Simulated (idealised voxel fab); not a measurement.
A process module follows: voxel quadruple lines.
We display cut, a cross-section 275 nm in width whose square cells are each 5 nm.
Cross-section layout: square cells on a grid; listed as bands, top to bottom; a band spans one or more cell rows.
Heads up on the band format: heights come first, top then bottom, in nm. After that it's the materials left to right, each with its width in nm. A single material flagged "everywhere" fills the whole band edge to edge, and "blank" means there's empty space there.
Measure heights from 0. That's the level where, below it, the as-received wafer is all one material. The lowest band is bottomless and extends downward; write it as in "from 0 down".
Graded width ("30 to 40"): value in top row of band = first number; value in bottom row = second number; row-to-row change constant.
Where a step carries "nothing altered", the cross-section came out of it unchanged, cell for cell.
"Fully closed voids": sealed empty spaces, 8 cells or more, no open way to top, listed width x height at distance, with distance from the left edge and width, height and distance in nm.
Heads up: the bit after the settings on a step's line is the simulator's remark on that step.
overlay nm, on a step with a mask: how far to the right of its planned place the mask lay; to the left if negative

**So here's the lineup of process steps we planned**
- 1: RECEIVE: material Si
- 2: CONFORMAL_DEP: material SiO2, thk nm 5
- 3: DIRECTIONAL_DEP: material Ru, thk nm 15
- 4: DIRECTIONAL_DEP: material polySi, thk nm 20
- 5: DIRECTIONAL_DEP: material aC, thk nm 20
- 6: PATTERN: tone cover, mask id MANDREL, material resist, width nm 30, thk nm 30, overlay nm 0
- 7: DIRECTIONAL_ETCH: etch materials aC, depth nm 20
- 8: STRIP: etch materials resist
- 9: CONFORMAL_DEP: material SiO2, thk nm 10
- 10: DIRECTIONAL_ETCH: etch materials SiO2, depth nm 10
- 11: STRIP: etch materials aC
- 12: DIRECTIONAL_ETCH: etch materials polySi, depth nm 20
- 13: STRIP: etch materials SiO2
- 14: CONFORMAL_DEP: material SiN, thk nm 10
- 15: DIRECTIONAL_ETCH: etch materials SiN, depth nm 10
- 16: STRIP: etch materials polySi
- 17: DIRECTIONAL_ETCH: etch materials Ru, depth nm 15
- 18: STRIP: etch materials SiN

**Wafer, first of two, run as planned**

**Cross-section: wafer on arrival = after step 1**
  from 0 down | Si everywhere
  Fully closed voids: none

**Sectional view: wafer, after step 2**
  from 5 to 0 | SiO2 everywhere
  Whatever lies below 0 is exactly as it was before.

**Sectional view: wafer, after step 3**
  from 20 to 5 | Ru everywhere
  Whatever lies below 5 is exactly as it was before.

**Sectional view: wafer, after step 4**
  from 40 to 20 | polySi everywhere
  Whatever lies below 20 is exactly as it was before.

**Sectional view: wafer, after step 5**
  from 60 to 40 | aC everywhere
  Whatever lies below 40 is exactly as it was before.

**Sectional view: wafer, after step 6**
  from 90 to 60 | blank 120, resist 30, blank 125
  Whatever lies below 60 is exactly as it was before.

**Sectional view: wafer, after step 7**
  from 70 to 60 | blank 120, resist 30, blank 125
  from 60 to 40 | blank 120, aC 30, blank 125
  Whatever lies below 40 is exactly as it was before.

**Sectional view: wafer, after step 8**
  from 60 to 40 | blank 120, aC 30, blank 125
  Whatever lies below 40 is exactly as it was before.

**Sectional view: wafer, after step 9**
  from 70 to 60 | blank 110, SiO2 50, blank 115
  from 60 to 50 | blank 110, SiO2 10, aC 30, SiO2 10, blank 115
  from 50 to 40 | SiO2 120, aC 30, SiO2 125
  Whatever lies below 40 is exactly as it was before.

**Sectional view: wafer, after step 10**
  from 60 to 40 | blank 110, SiO2 10, aC 30, SiO2 10, blank 115
  Whatever lies below 40 is exactly as it was before.

**Sectional view: wafer, after step 11**
  from 60 to 40 | blank 110, SiO2 10, blank 30, SiO2 10, blank 115
  Whatever lies below 40 is exactly as it was before.

**Sectional view: wafer, after step 12**
  from 60 to 40 | blank 110, SiO2 10, blank 30, SiO2 10, blank 115
  from 40 to 20 | blank 110, polySi 10, blank 30, polySi 10, blank 115
  Whatever lies below 20 is exactly as it was before.

**Sectional view: wafer, after step 13**
  from 40 to 20 | blank 110, polySi 10, blank 30, polySi 10, blank 115
  Whatever lies below 20 is exactly as it was before.

**Sectional view: wafer, after step 14**
  from 50 to 40 | blank 100, SiN 30, blank 10, SiN 30, blank 105
  from 40 to 30 | blank 100, SiN 10, polySi 10, SiN 10, blank 10, SiN 10, polySi 10, SiN 10, blank 105
  from 30 to 20 | SiN 110, polySi 10, SiN 30, polySi 10, SiN 115
  Whatever lies below 20 is exactly as it was before.

**Sectional view: wafer, after step 15**
  from 40 to 20 | blank 100, SiN 10, polySi 10, SiN 10, blank 10, SiN 10, polySi 10, SiN 10, blank 105
  Whatever lies below 20 is exactly as it was before.

**Sectional view: wafer, after step 16**
  from 40 to 20 | blank 100, SiN 10, blank 10, SiN 10, blank 10, SiN 10, blank 10, SiN 10, blank 105
  Whatever lies below 20 is exactly as it was before.

**Sectional view: wafer, after step 17**
  from 40 to 20 | blank 100, SiN 10, blank 10, SiN 10, blank 10, SiN 10, blank 10, SiN 10, blank 105
  from 20 to 5 | blank 100, Ru 10, blank 10, Ru 10, blank 10, Ru 10, blank 10, Ru 10, blank 105
  Whatever lies below 5 is exactly as it was before.

**Sectional view: wafer, after step 18**
  from 20 to 5 | blank 100, Ru 10, blank 10, Ru 10, blank 10, Ru 10, blank 10, Ru 10, blank 105
  Whatever lies below 5 is exactly as it was before.

**Regarding the second of the two wafers: it shared the first wafer's starting condition and process plan, yet one error occurred during its execution. Its history coincides with that of the first wafer up to and including step 5**

**Second wafer at the planned finish of step 6, seen in cross-section**
  from 90 to 60 | blank 125, resist 25, blank 125
  Whatever lies below 60 is exactly as it was before.

**Second wafer at the planned finish of step 7, seen in cross-section**
  from 70 to 60 | blank 125, resist 25, blank 125
  from 60 to 40 | blank 125, aC 25, blank 125
  Whatever lies below 40 is exactly as it was before.

**Second wafer at the planned finish of step 8, seen in cross-section**
  from 60 to 40 | blank 125, aC 25, blank 125
  Whatever lies below 40 is exactly as it was before.

**Second wafer at the planned finish of step 9, seen in cross-section**
  from 70 to 60 | blank 115, SiO2 45, blank 115
  from 60 to 50 | blank 115, SiO2 10, aC 25, SiO2 10, blank 115
  from 50 to 40 | SiO2 125, aC 25, SiO2 125
  Whatever lies below 40 is exactly as it was before.

**Second wafer at the planned finish of step 10, seen in cross-section**
  from 60 to 40 | blank 115, SiO2 10, aC 25, SiO2 10, blank 115
  Whatever lies below 40 is exactly as it was before.

**Second wafer at the planned finish of step 11, seen in cross-section**
  from 60 to 40 | blank 115, SiO2 10, blank 25, SiO2 10, blank 115
  Whatever lies below 40 is exactly as it was before.

**Second wafer at the planned finish of step 12, seen in cross-section**
  from 60 to 40 | blank 115, SiO2 10, blank 25, SiO2 10, blank 115
  from 40 to 20 | blank 115, polySi 10, blank 25, polySi 10, blank 115
  Whatever lies below 20 is exactly as it was before.

**Second wafer at the planned finish of step 13, seen in cross-section**
  from 40 to 20 | blank 115, polySi 10, blank 25, polySi 10, blank 115
  Whatever lies below 20 is exactly as it was before.

**Second wafer at the planned finish of step 14, seen in cross-section**
  from 50 to 40 | blank 105, SiN 30, blank 5, SiN 30, blank 105
  from 40 to 30 | blank 105, SiN 10, polySi 10, SiN 10, blank 5, SiN 10, polySi 10, SiN 10, blank 105
  from 30 to 20 | SiN 115, polySi 10, SiN 25, polySi 10, SiN 115
  Whatever lies below 20 is exactly as it was before.

**Second wafer at the planned finish of step 15, seen in cross-section**
  from 40 to 20 | blank 105, SiN 10, polySi 10, SiN 10, blank 5, SiN 10, polySi 10, SiN 10, blank 105
  Whatever lies below 20 is exactly as it was before.

**Second wafer at the planned finish of step 16, seen in cross-section**
  from 40 to 20 | blank 105, SiN 10, blank 10, SiN 10, blank 5, SiN 10, blank 10, SiN 10, blank 105
  Whatever lies below 20 is exactly as it was before.

**Second wafer at the planned finish of step 17, seen in cross-section**
  from 40 to 20 | blank 105, SiN 10, blank 10, SiN 10, blank 5, SiN 10, blank 10, SiN 10, blank 105
  from 20 to 5 | blank 105, Ru 10, blank 10, Ru 10, blank 5, Ru 10, blank 10, Ru 10, blank 105
  Whatever lies below 5 is exactly as it was before.

**Second wafer at the planned finish of step 18, seen in cross-section**
  from 20 to 5 | blank 105, Ru 10, blank 10, Ru 10, blank 5, Ru 10, blank 10, Ru 10, blank 105
  Whatever lies below 5 is exactly as it was before.
Plan not followed: rather than as planned, step 6 actually ran as PATTERN: tone cover, mask id MANDREL, material resist, width nm 25, thk nm 30, overlay nm 0
at the end the second wafer has, in cells: as many of each material as the first, in other places
